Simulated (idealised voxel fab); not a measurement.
process module | voxel gate over fins
cross-section cut | 250 nm wide | cells 5 nm
A cross-section is a grid of square cells, given in bands from the top down. A band is one or more rows of cells.
Each band's line starts with the height of the band's top and of its bottom, in nm. Then come its materials from left to right, each with its width in nm. One material with "throughout" fills the band from edge to edge. "air" is empty space.
Height 0 is the level under which the wafer as received is all one material. The lowest band goes on downwards, as in "0 down".
A width such as "30 to 40" changes by the same amount from each row of cells to the next, from the band's top row to its bottom row.
"no change" after a step means that no cell of the cross-section changed.
closed voids: empty space of 8 cells or more with no open way to the top, each as width x height at its distance from the left edge, in nm
after a step's settings: what the simulator itself notes on the step
overlay nm, on a step with a mask: how far to the right of its planned place the mask lay; to the left if negative
plan
1 op RECEIVE | material Si
2 op CONFORMAL_DEP | material SiN | thk nm 10
3 op DIRECTIONAL_DEP | material aC | thk nm 15
4 op PATTERN | tone cover | mask id FINS | material resist | width nm 15 | pitch nm 55 | thk nm 35 | overlay nm 0
5 op DIRECTIONAL_ETCH | etch materials aC | depth nm 15
6 op STRIP | etch materials resist
7 op DIRECTIONAL_ETCH | etch materials SiN | depth nm 10
8 op DIRECTIONAL_ETCH | etch materials Si | depth nm 30
9 op STRIP | etch materials aC
10 op OXIDIZE | depth nm 5
11 op FILL_DEP | material SiO2 | thk nm 10
12 op CMP | height nm 10
13 op DIRECTIONAL_DEP | material aC | thk nm 15
14 op PATTERN | tone open | mask id RAIL | material resist | width nm 15 | thk nm 30 | overlay nm -15
15 op DIRECTIONAL_ETCH | etch materials aC | depth nm 15
16 op STRIP | etch materials resist
17 op DIRECTIONAL_ETCH | etch materials SiO2 | depth nm 35
18 op STRIP | etch materials aC
19 op CONFORMAL_DEP | material TiN | thk nm 5
20 op FILL_DEP | material Ru | thk nm 5
21 op CMP | height nm 10
22 op SELECTIVE_ETCH | etch materials W Ru TiN | depth nm 30
23 op FILL_DEP | material SiO2 | thk nm 5
24 op CMP | height nm 10
25 op SELECTIVE_ETCH | etch materials SiO2 | depth nm 20
26 op STRIP | etch materials SiN
27 op CONFORMAL_DEP | material HfO2 | thk nm 5
28 op CONFORMAL_DEP | material TiN | thk nm 5
29 op FILL_DEP | material W | thk nm 15
30 op CMP | height nm 20
31 op CONFORMAL_DEP | material SiN | thk nm 10
varied across the wafers: overlay nm of step 14. The plan shows the first wafer's value. All wafers start alike
first wafer as received, after step 1
  0 down: Si throughout
  closed voids: none
first wafer at the end, after step 31
  30 to 20: SiN throughout
  20 to 10: W throughout
  10 to 5: W 85 | TiN 25 | W 30 | TiN 25 | W 85
  5 to 0: W 85 | TiN 5 | HfO2 15 | TiN 5 | W 30 | TiN 5 | HfO2 15 | TiN 5 | W 85
  0 to -5: TiN 90 | HfO2 5 | Si 5 | HfO2 5 | TiN 40 | HfO2 5 | Si 5 | HfO2 5 | TiN 90
  -5 to -10: HfO2 95 | Si 5 | HfO2 50 | Si 5 | HfO2 95
  -10 to -20: SiO2 95 | Si 5 | SiO2 50 | Si 5 | SiO2 95
  -20 to -25: SiO2 95 | Si 5 | SiO2 5 | TiN 10 | SiO2 35 | Si 5 | SiO2 95
  -25 to -35: SiO2 95 | Si 5 | SiO2 50 | Si 5 | SiO2 95
  -35 down: Si throughout
  closed voids: none
last wafer at the end
  30 to 20: SiN throughout
  20 to 10: W throughout
  10 to 5: W 85 | TiN 25 | W 30 | TiN 25 | W 85
  5 to 0: W 85 | TiN 5 | HfO2 15 | TiN 5 | W 30 | TiN 5 | HfO2 15 | TiN 5 | W 85
  0 to -5: TiN 90 | HfO2 5 | Si 5 | HfO2 5 | TiN 40 | HfO2 5 | Si 5 | HfO2 5 | TiN 90
  -5 to -10: HfO2 95 | Si 5 | HfO2 50 | Si 5 | HfO2 95
  -10 to -20: SiO2 95 | Si 5 | SiO2 50 | Si 5 | SiO2 95
  -20 to -25: SiO2 95 | Si 5 | SiO2 30 | TiN 15 | SiO2 5 | Si 5 | SiO2 95
  -25 to -35: SiO2 95 | Si 5 | SiO2 50 | Si 5 | SiO2 95
  -35 down: Si throughout
  closed voids: none
each wafer at the end: cells of each material gained (+) or lost (-) since it was received, then its closed voids
overlay nm -15 | +58 HfO2 | -336 Si | +100 SiN | +238 SiO2 | +60 TiN | +180 W | closed voids: none
overlay nm -10 | +58 HfO2 | -336 Si | +100 SiN | +237 SiO2 | +61 TiN | +180 W | closed voids: none
overlay nm -5 | +58 HfO2 | -336 Si | +100 SiN | +237 SiO2 | +61 TiN | +180 W | closed voids: none
overlay nm 0 | +58 HfO2 | -336 Si | +100 SiN | +237 SiO2 | +61 TiN | +180 W | closed voids: none
overlay nm 5 | +58 HfO2 | -336 Si | +100 SiN | +237 SiO2 | +61 TiN | +180 W | closed voids: none
overlay nm 10 | +58 HfO2 | -336 Si | +100 SiN | +237 SiO2 | +61 TiN | +180 W | closed voids: none
overlay nm 15 | +58 HfO2 | -336 Si | +100 SiN | +237 SiO2 | +61 TiN | +180 W | closed voids: none
